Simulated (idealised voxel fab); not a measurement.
process module | voxel ribs on slabs
cross-section cut | 270 nm wide | cells 5 nm
A cross-section is a grid of square cells, given in bands from the top down. A band is one or more rows of cells.
Each band's line starts with the height of the band's top and of its bottom, in nm. Then come its materials from left to right, each with its width in nm. One material with "throughout" fills the band from edge to edge. "air" is empty space.
Height 0 is the level under which the wafer as received is all one material. The lowest band goes on downwards, as in "0 down".
A width such as "30 to 40" changes by the same amount from each row of cells to the next, from the band's top row to its bottom row.
"no change" after a step means that no cell of the cross-section changed.
closed voids: empty space of 8 cells or more with no open way to the top, each as width x height at its distance from the left edge, in nm
after a step's settings: what the simulator itself notes on the step
overlay nm, on a step with a mask: how far to the right of its planned place the mask lay; to the left if negative
plan
1 op RECEIVE | material Si
2 op DIRECTIONAL_DEP | material SiO2 | thk nm 25
3 op DIRECTIONAL_DEP | material polySi | thk nm 25
4 op DIRECTIONAL_DEP | material aC | thk nm 15
5 op PATTERN | tone cover | mask id RIB | material resist | width nm 20 | thk nm 30 | overlay nm 0
6 op DIRECTIONAL_ETCH | etch materials aC | depth nm 15
7 op STRIP | etch materials resist
8 op DIRECTIONAL_ETCH | etch materials polySi | depth nm 15
9 op STRIP | etch materials aC
10 op MASKED_ETCH | tone cover | mask id SLAB | width nm 70 | etch materials polySi | depth nm 10 | overlay nm 0
11 op FILL_DEP | material SiO2 | thk nm 30
12 op CMP | height nm 70
13 op DIRECTIONAL_DEP | material TiN | thk nm 10
14 op MASKED_ETCH | tone cover | mask id HEATER | width nm 30 | etch materials TiN | depth nm 10 | overlay nm 0
15 op CONFORMAL_DEP | material SiO2 | thk nm 10
as received, after step 1
  0 down: Si throughout
  closed voids: none
a wafer at the end: this start, this plan, one mistake
  90 to 80: air 115 | SiO2 40 | air 115
  80 to 70: SiO2 125 | TiN 20 | SiO2 125
  70 to 50: SiO2 throughout
  50 to 35: SiO2 125 | polySi 20 | SiO2 125
  35 to 25: SiO2 100 | polySi 70 | SiO2 100
  25 to 0: SiO2 throughout
  0 down: Si throughout
  closed voids: none
what went wrong: step 14 ran as: op MASKED_ETCH | tone cover | mask id HEATER | width nm 20 | etch materials TiN | depth nm 10 | overlay nm 0
